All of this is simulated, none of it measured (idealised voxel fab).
The following process module bears the name voxel wiring stack.
Pictured: cross-section cut, 195 nm wide, on a grid of 5 nm square cells.
We lay out every cross-section as a grid of square cells and spell it out in bands from the top down, where one band means one or more rows of cells.
Top, bottom (nm), then materials left to right with widths (nm); lone material tagged "throughout" fills the whole band edge to edge; "air" = empty space.
Heights are reckoned from 0. Under this level, the received wafer is all of one material. The bottommost band is open-ended downward, for example "from 0 down".
A two-number width, for instance "30->40", indicates that the width is equal to the first number in the top row of the band and to the second number in the bottom row, and that it changes by a constant amount per row of cells.
A step reported as "no change" is a step in which no cell of the cross-section changed.
In the "Fully sealed cavities" entry, you get each enclosed empty space of 8 cells or more, one with no open way to the top, written width x height at distance, distance from the left edge, in nm.
Formally, on a step line, whatever follows the settings is a remark that the simulator itself makes on the step.
What "overlay nm" on a step's line means: if the step has a mask, that mask lay this far to the right of its planned place, or, when the value is negative, to the left.

## The following list gives the planned process steps
step 1: RECEIVE | material Si
step 2: CONFORMAL_DEP | material SiO2 | thk nm 15
step 3: DIRECTIONAL_DEP | material TiN | thk nm 5
step 4: DIRECTIONAL_DEP | material Ru | thk nm 15
step 5: PATTERN | tone cover | mask id METAL_1 | material resist | width nm 30 | pitch nm 45 | thk nm 20 | overlay nm 0
step 6: DIRECTIONAL_ETCH | etch materials Ru | depth nm 15
step 7: DIRECTIONAL_ETCH | etch materials TiN | depth nm 5
step 8: STRIP | etch materials resist
step 9: CONFORMAL_DEP | material SiCN | thk nm 5
step 10: FILL_DEP | material SiO2 | thk nm 5
step 11: CMP | height nm 35
step 12: CONFORMAL_DEP | material SiCN | thk nm 5
step 13: DIRECTIONAL_DEP | material SiO2 | thk nm 20
step 14: PATTERN | tone open | mask id PLUG_1 | material resist | width nm 15 | pitch nm 90 | thk nm 15 | overlay nm 0
step 15: DIRECTIONAL_ETCH | etch materials SiO2 | depth nm 20
step 16: DIRECTIONAL_ETCH | etch materials SiCN | depth nm 5
step 17: STRIP | etch materials resist
step 18: EPI | material Ru | thk nm 10
step 19: EPI | material Ru | thk nm 10
step 20: EPI | material Ru | thk nm 5
step 21: DIRECTIONAL_DEP | material TiN | thk nm 5
step 22: DIRECTIONAL_DEP | material Ru | thk nm 20
step 23: MASKED_ETCH | tone cover | mask id METAL_2 | width nm 30 | pitch nm 45 | etch materials Ru | depth nm 20 | overlay nm 0
step 24: MASKED_ETCH | tone cover | mask id METAL_2 | width nm 30 | pitch nm 45 | etch materials TiN | depth nm 5 | overlay nm 0
step 25: FILL_DEP | material SiO2 | thk nm 10
step 26: CMP | height nm 85
step 27: CONFORMAL_DEP | material SiN | thk nm 5

## First of two wafers, processed according to plan

## Cross-section of the incoming wafer, state after step 1
	from 0 down: Si throughout
	Fully sealed cavities: none

## Step 2 done - wafer cross-section
	from 15 to 0: SiO2 throughout
	Below 0, the layers are the same as they were.

## Step 3 done - wafer cross-section
	from 20 to 15: TiN throughout
	Below 15, the layers are the same as they were.

## Step 4 done - wafer cross-section
	from 35 to 20: Ru throughout
	Below 20, the layers are the same as they were.

## Step 5 done - wafer cross-section
	from 55 to 35: 15 nm air; 30 nm resist; 15 nm air; 30 nm resist; 15 nm air; 30 nm resist; 15 nm air; 30 nm resist; 15 nm air
	Below 35, the layers are the same as they were.

## Step 6 done - wafer cross-section
	from 55 to 35: 15 nm air; 30 nm resist; 15 nm air; 30 nm resist; 15 nm air; 30 nm resist; 15 nm air; 30 nm resist; 15 nm air
	from 35 to 20: 15 nm air; 30 nm Ru; 15 nm air; 30 nm Ru; 15 nm air; 30 nm Ru; 15 nm air; 30 nm Ru; 15 nm air
	Below 20, the layers are the same as they were.

## Step 7 done - wafer cross-section
	from 55 to 35: 15 nm air; 30 nm resist; 15 nm air; 30 nm resist; 15 nm air; 30 nm resist; 15 nm air; 30 nm resist; 15 nm air
	from 35 to 20: 15 nm air; 30 nm Ru; 15 nm air; 30 nm Ru; 15 nm air; 30 nm Ru; 15 nm air; 30 nm Ru; 15 nm air
	from 20 to 15: 15 nm air; 30 nm TiN; 15 nm air; 30 nm TiN; 15 nm air; 30 nm TiN; 15 nm air; 30 nm TiN; 15 nm air
	Below 15, the layers are the same as they were.

## Step 8 done - wafer cross-section
	from 35 to 20: 15 nm air; 30 nm Ru; 15 nm air; 30 nm Ru; 15 nm air; 30 nm Ru; 15 nm air; 30 nm Ru; 15 nm air
	Below 20, the layers are the same as they were.

## Step 9 done - wafer cross-section
	from 40 to 35: 10 nm air; 40 nm SiCN; 5 nm air; 40 nm SiCN; 5 nm air; 40 nm SiCN; 5 nm air; 40 nm SiCN; 10 nm air
	from 35 to 20: 10 nm air; 5 nm SiCN; 30 nm Ru; 5 nm SiCN; 5 nm air; 5 nm SiCN; 30 nm Ru; 5 nm SiCN; 5 nm air; 5 nm SiCN; 30 nm Ru; 5 nm SiCN; 5 nm air; 5 nm SiCN; 30 nm Ru; 5 nm SiCN; 10 nm air
	from 20 to 15: 15 nm SiCN; 30 nm TiN; 15 nm SiCN; 30 nm TiN; 15 nm SiCN; 30 nm TiN; 15 nm SiCN; 30 nm TiN; 15 nm SiCN
	Below 15, the layers are the same as they were.

## Step 10 done - wafer cross-section
	from 45 to 40: SiO2 throughout
	from 40 to 35: 10 nm SiO2; 40 nm SiCN; 5 nm SiO2; 40 nm SiCN; 5 nm SiO2; 40 nm SiCN; 5 nm SiO2; 40 nm SiCN; 10 nm SiO2
	from 35 to 20: 10 nm SiO2; 5 nm SiCN; 30 nm Ru; 5 nm SiCN; 5 nm SiO2; 5 nm SiCN; 30 nm Ru; 5 nm SiCN; 5 nm SiO2; 5 nm SiCN; 30 nm Ru; 5 nm SiCN; 5 nm SiO2; 5 nm SiCN; 30 nm Ru; 5 nm SiCN; 10 nm SiO2
	Below 20, the layers are the same as they were.

## Step 11 done - wafer cross-section
	from 35 to 20: 10 nm SiO2; 5 nm SiCN; 30 nm Ru; 5 nm SiCN; 5 nm SiO2; 5 nm SiCN; 30 nm Ru; 5 nm SiCN; 5 nm SiO2; 5 nm SiCN; 30 nm Ru; 5 nm SiCN; 5 nm SiO2; 5 nm SiCN; 30 nm Ru; 5 nm SiCN; 10 nm SiO2
	Below 20, the layers are the same as they were.

## Step 12 done - wafer cross-section
	from 40 to 35: SiCN throughout
	Below 35, the layers are the same as they were.

## Step 13 done - wafer cross-section
	from 60 to 40: SiO2 throughout
	Below 40, the layers are the same as they were.

## Step 14 done - wafer cross-section
	from 75 to 60: 15 nm resist; 15 nm air; 75 nm resist; 15 nm air; 75 nm resist
	Below 60, the layers are the same as they were.

## Step 15 done - wafer cross-section
	from 75 to 60: 15 nm resist; 15 nm air; 75 nm resist; 15 nm air; 75 nm resist
	from 60 to 40: 15 nm SiO2; 15 nm air; 75 nm SiO2; 15 nm air; 75 nm SiO2
	Below 40, the layers are the same as they were.

## Step 16 done - wafer cross-section
	from 75 to 60: 15 nm resist; 15 nm air; 75 nm resist; 15 nm air; 75 nm resist
	from 60 to 40: 15 nm SiO2; 15 nm air; 75 nm SiO2; 15 nm air; 75 nm SiO2
	from 40 to 35: 15 nm SiCN; 15 nm air; 75 nm SiCN; 15 nm air; 75 nm SiCN
	Below 35, the layers are the same as they were.

## Step 17 done - wafer cross-section
	from 60 to 40: 15 nm SiO2; 15 nm air; 75 nm SiO2; 15 nm air; 75 nm SiO2
	Below 40, the layers are the same as they were.

## Step 18 done - wafer cross-section
	from 60 to 45: 15 nm SiO2; 15 nm air; 75 nm SiO2; 15 nm air; 75 nm SiO2
	from 45 to 40: 15 nm SiO2; 15 nm Ru; 75 nm SiO2; 15 nm Ru; 75 nm SiO2
	from 40 to 35: 15 nm SiCN; 15 nm Ru; 75 nm SiCN; 15 nm Ru; 75 nm SiCN
	Below 35, the layers are the same as they were.

## Step 19 done - wafer cross-section
	from 60 to 55: 15 nm SiO2; 15 nm air; 75 nm SiO2; 15 nm air; 75 nm SiO2
	from 55 to 40: 15 nm SiO2; 15 nm Ru; 75 nm SiO2; 15 nm Ru; 75 nm SiO2
	Below 40, the layers are the same as they were.

## Step 20 done - wafer cross-section
	from 60 to 40: 15 nm SiO2; 15 nm Ru; 75 nm SiO2; 15 nm Ru; 75 nm SiO2
	Below 40, the layers are the same as they were.

## Step 21 done - wafer cross-section
	from 65 to 60: TiN throughout
	Below 60, the layers are the same as they were.

## Step 22 done - wafer cross-section
	from 85 to 65: Ru throughout
	Below 65, the layers are the same as they were.

## Step 23 done - wafer cross-section
	from 85 to 65: 15 nm air; 30 nm Ru; 15 nm air; 30 nm Ru; 15 nm air; 30 nm Ru; 15 nm air; 30 nm Ru; 15 nm air
	Below 65, the layers are the same as they were.

## Step 24 done - wafer cross-section
	from 85 to 65: 15 nm air; 30 nm Ru; 15 nm air; 30 nm Ru; 15 nm air; 30 nm Ru; 15 nm air; 30 nm Ru; 15 nm air
	from 65 to 60: 15 nm air; 30 nm TiN; 15 nm air; 30 nm TiN; 15 nm air; 30 nm TiN; 15 nm air; 30 nm TiN; 15 nm air
	Below 60, the layers are the same as they were.

## Step 25 done - wafer cross-section
	from 95 to 85: SiO2 throughout
	from 85 to 65: 15 nm SiO2; 30 nm Ru; 15 nm SiO2; 30 nm Ru; 15 nm SiO2; 30 nm Ru; 15 nm SiO2; 30 nm Ru; 15 nm SiO2
	from 65 to 60: 15 nm SiO2; 30 nm TiN; 15 nm SiO2; 30 nm TiN; 15 nm SiO2; 30 nm TiN; 15 nm SiO2; 30 nm TiN; 15 nm SiO2
	Below 60, the layers are the same as they were.

## Step 26 done - wafer cross-section
	from 85 to 65: 15 nm SiO2; 30 nm Ru; 15 nm SiO2; 30 nm Ru; 15 nm SiO2; 30 nm Ru; 15 nm SiO2; 30 nm Ru; 15 nm SiO2
	Below 65, the layers are the same as they were.

## Step 27 done - wafer cross-section
	from 90 to 85: SiN throughout
	Below 85, the layers are the same as they were.

## Wafer two. Identical start, identical plan. One mistake in execution. Identical history through step 20

Second wafer, cut view, end of step 21 per plan: no change

## Second wafer, cut view, end of step 22 per plan
	from 80 to 60: Ru throughout
	Below 60, the layers are the same as they were.

## Second wafer, cut view, end of step 23 per plan
	from 80 to 60: 15 nm air; 30 nm Ru; 15 nm air; 30 nm Ru; 15 nm air; 30 nm Ru; 15 nm air; 30 nm Ru; 15 nm air
	Below 60, the layers are the same as they were.

Second wafer, cut view, end of step 24 per plan: no change

## Second wafer, cut view, end of step 25 per plan
	from 90 to 80: SiO2 throughout
	from 80 to 60: 15 nm SiO2; 30 nm Ru; 15 nm SiO2; 30 nm Ru; 15 nm SiO2; 30 nm Ru; 15 nm SiO2; 30 nm Ru; 15 nm SiO2
	Below 60, the layers are the same as they were.

## Second wafer, cut view, end of step 26 per plan
	from 85 to 80: SiO2 throughout
	Below 80, the layers are the same as they were.

## Second wafer, cut view, end of step 27 per plan
	from 90 to 85: SiN throughout
	Below 85, the layers are the same as they were.
Where did the run depart from the plan? step 21 of the plan was bypassed and not carried out
Materials where the second wafer ends with more or fewer cells than the first: SiO2 +24 | TiN -24
